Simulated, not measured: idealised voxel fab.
Process module, titled voxel self aligned contacts
Shown is cross-section cut, with a width of 240 nm and square cells of size 5 nm.
Cross-section, as written here: a square-cell grid given band by band from the top down, where a band holds one or more rows of cells.
What a band's entry tells you: where the top is and where the bottom is, as heights in nm, and after that what lies inside, material by material from left to right, each with its width in nm. Empty space is written as the word "blank", and a single material marked with the word "edge to edge" occupies the band from edge to edge.
Note: height 0 marks the level under which the wafer is uniformly one material as received. Lowest band unbounded below, written "0..down".
Width "30->40": first value at the band's top row of cells, second value at its bottom row, equal change from row to row.
The cross-section has no changed cell in any step marked "stayed the same".
"Sealed cavities" enumerates empty spaces isolated from the top, with no open way to it, that contain at least 8 cells, giving each as width x height at distance from the left edge, all three in nm.
It should be noted that, on the line of a given step, the content following the step's settings is a remark produced by the simulator itself with respect to that step.
"overlay nm" answers the question of how far to the right of plan the mask lay on a step that has a mask, and when it is negative the answer is to the left.
The steps planned for the process are as follows
1,RECEIVE | material Si
2,CONFORMAL_DEP | material SiO2 | thk nm 5
3,DIRECTIONAL_DEP | material polySi | thk nm 20
4,DIRECTIONAL_DEP | material SiN | thk nm 20
5,MASKED_ETCH | tone cover | mask id GATE | width nm 25 | pitch nm 65 | etch materials SiN | depth nm 20 | overlay nm 0
6,MASKED_ETCH | tone cover | mask id GATE | width nm 25 | pitch nm 65 | etch materials polySi | depth nm 20 | overlay nm 0
7,CONFORMAL_DEP | material SiN | thk nm 10
8,DIRECTIONAL_ETCH | etch materials SiN | depth nm 10
9,FILL_DEP | material SiO2 | thk nm 10
10,CMP | height nm 50
11,DIRECTIONAL_DEP | material aC | thk nm 15
12,PATTERN | tone open | mask id CONTACT | material resist | width nm 50 | pitch nm 65 | thk nm 30 | overlay nm 0
13,DIRECTIONAL_ETCH | etch materials aC | depth nm 15
14,STRIP | etch materials resist
15,DIRECTIONAL_ETCH | etch materials SiO2 | depth nm 50
16,STRIP | etch materials aC
17,CONFORMAL_DEP | material TiN | thk nm 5
18,FILL_DEP | material Ru | thk nm 10
19,CMP | height nm 50
20,CONFORMAL_DEP | material SiN | thk nm 5
Incoming wafer in cross-section (state: after step 1)
- 0..down  Si edge to edge
- Sealed cavities: none
First of two wafers at the end of the module, shown in cross-section; run carried out as planned
- 55..50  SiN edge to edge
- 50..45  SiO2 (60) / TiN (20) / Ru (10) / TiN (20) / SiO2 (15) / TiN (20) / Ru (10) / TiN (20) / SiO2 (65)
- 45..25  SiO2 (30) / SiN (45) / TiN (5) / Ru (10) / TiN (5) / SiN (45) / TiN (5) / Ru (10) / TiN (5) / SiN (45) / SiO2 (35)
- 25..5  SiO2 (30) / SiN (10) / polySi (25) / SiN (10) / TiN (5) / Ru (10) / TiN (5) / SiN (10) / polySi (25) / SiN (10) / TiN (5) / Ru (10) / TiN (5) / SiN (10) / polySi (25) / SiN (10) / SiO2 (35)
- 5..0  SiO2 (75) / TiN (20) / SiO2 (45) / TiN (20) / SiO2 (80)
- 0..down  Si edge to edge
- Sealed cavities: none
Same start, same plan as the first wafer - but one mistake in the run. Cross-section of the second of the two at the end of the module
- 55..50  SiN edge to edge
- 50..45  SiO2 (30) / SiN (45) / TiN (5) / Ru (10) / TiN (5) / SiN (45) / TiN (5) / Ru (10) / TiN (5) / SiN (45) / SiO2 (35)
- 45..30  SiO2 (30) / SiN (10) / polySi (25) / SiN (10) / TiN (5) / Ru (10) / TiN (5) / SiN (10) / polySi (25) / SiN (10) / TiN (5) / Ru (10) / TiN (5) / SiN (10) / polySi (25) / SiN (10) / SiO2 (35)
- 30..25  SiO2 (30) / SiN (10) / polySi (25) / SiN (10) / TiN (20) / SiN (10) / polySi (25) / SiN (10) / TiN (20) / SiN (10) / polySi (25) / SiN (10) / SiO2 (35)
- 25..5  polySi edge to edge
- 5..0  SiO2 edge to edge
- 0..down  Si edge to edge
- Sealed cavities: none
It is concluded that the wafer was processed incorrectly with respect to the plan, in that plan step 3 ran twice
Heads up, by the end the second wafer has more or fewer cells of some materials compared to the first: 20 fewer of Ru | 81 fewer of SiN | 59 fewer of SiO2 | 32 fewer of TiN | 192 more of polySi
